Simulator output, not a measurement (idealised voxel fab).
The document below concerns the process module designated voxel self aligned contacts.
Square cells of 5 nm make up the cross-section cut, whose width is 290 nm.
Cross-sections here: square-cell grids, written as top-down lists of bands, a band being one or more rows of cells. Heads up on the band format: heights come first, top then bottom, in nm. After that it's the materials left to right, each with its width in nm. A single material flagged "everywhere" fills the whole band edge to edge, and "empty" means there's empty space there. Heads up on the height convention: 0 is the point under which the incoming wafer is all one material, and the lowest band has no bottom, it just keeps going down, like "top 0, no bottom". It should be noted that a width expressed as "30->40" varies in equal increments from row to row of cells within the band, taking the value of the first number at the top row and that of the second number at the bottom row. "changes: none", as given for a step, is the statement that not any cell of the cross-section underwent a change during that step. Enclosed voids (no open way to top), threshold 8 cells or more, entry "Unvented voids", notation width x height at distance, distance from left edge, nm. On each step's line, the part that comes after the settings is the simulator's own comment on the step. Regarding "overlay nm": on a step with a mask, it is the distance the mask lay to the right of its planned place; a negative value places it to the left.

Steps in the process plan:
1: op RECEIVE | material Si
2: op OXIDIZE | depth nm 5
3: op DIRECTIONAL_DEP | material polySi | thk nm 20
4: op DIRECTIONAL_DEP | material SiN | thk nm 20
5: op DIRECTIONAL_DEP | material aC | thk nm 15
6: op PATTERN | tone cover | mask id GATE | material resist | width nm 30 | pitch nm 70 | thk nm 30 | overlay nm 0
7: op DIRECTIONAL_ETCH | etch materials aC | depth nm 15
8: op STRIP | etch materials resist
9: op DIRECTIONAL_ETCH | etch materials SiN | depth nm 20
10: op DIRECTIONAL_ETCH | etch materials polySi | depth nm 20
11: op STRIP | etch materials aC
12: op CONFORMAL_DEP | material SiN | thk nm 10
13: op DIRECTIONAL_ETCH | etch materials SiN | depth nm 10
14: op FILL_DEP | material SiO2 | thk nm 20
15: op CMP | height nm 50
16: op DIRECTIONAL_DEP | material aC | thk nm 15
17: op PATTERN | tone open | mask id CONTACT | material resist | width nm 50 | thk nm 30 | overlay nm 0
18: op DIRECTIONAL_ETCH | etch materials aC | depth nm 15
19: op STRIP | etch materials resist
20: op DIRECTIONAL_ETCH | etch materials SiO2 | depth nm 55
21: op STRIP | etch materials aC
22: op CONFORMAL_DEP | material TiN | thk nm 5
23: op FILL_DEP | material Ru | thk nm 10
24: op CMP | height nm 50
25: op CONFORMAL_DEP | material SiN | thk nm 5

Delivered wafer in cross-section: state after step 1:
> top 0, no bottom  Si everywhere
> Unvented voids: none

Post-module cross-section of the first of two wafers (run per plan):
> top 55, bottom 50  SiN everywhere
> top 50, bottom 40  120 nm SiO2 / 5->20 nm TiN / 40->10 nm Ru / 5->20 nm TiN / 120 nm SiO2
> top 40, bottom 20  85 nm SiO2 / 50 nm SiN / 5 nm TiN / 10 nm Ru / 5 nm TiN / 50 nm SiN / 85 nm SiO2
> top 20, bottom 0  85 nm SiO2 / 10 nm SiN / 30 nm polySi / 10 nm SiN / 5 nm TiN / 10 nm Ru / 5 nm TiN / 10 nm SiN / 30 nm polySi / 10 nm SiN / 85 nm SiO2
> top 0, bottom -5  135 nm SiO2 / 20 nm TiN / 135 nm SiO2
> top -5, no bottom  Si everywhere
> Unvented voids: none

Second of two wafers, module complete, sectioned: it shares the first wafer's start and plan but was run with one mistake:
> top 55, bottom 50  SiN everywhere
> top 50, bottom 40  120 nm SiO2 / 5->20 nm TiN / 40->10 nm Ru / 5->20 nm TiN / 120 nm SiO2
> top 40, bottom 20  85 nm SiO2 / 50 nm SiN / 5 nm TiN / 10 nm Ru / 5 nm TiN / 50 nm SiN / 85 nm SiO2
> top 20, bottom 15  85 nm SiO2 / 10 nm SiN / 30 nm polySi / 10 nm SiN / 5 nm TiN / 10 nm Ru / 5 nm TiN / 10 nm SiN / 30 nm polySi / 10 nm SiN / 85 nm SiO2
> top 15, bottom 10  85 nm SiO2 / 10 nm SiN / 30 nm polySi / 10 nm SiN / 20 nm TiN / 10 nm SiN / 30 nm polySi / 10 nm SiN / 85 nm SiO2
> top 10, bottom 0  95 nm SiN / 30 nm polySi / 40 nm SiN / 30 nm polySi / 95 nm SiN
> top 0, bottom -5  SiO2 everywhere
> top -5, no bottom  Si everywhere
> Unvented voids: none
The mistake made against the process plan was this: steps 12 and 13 traded places in the executed sequence
Final cells, second wafer relative to first, materials higher or lower: 6 fewer of Ru; 76 more of SiN; 64 fewer of SiO2; 6 fewer of TiN
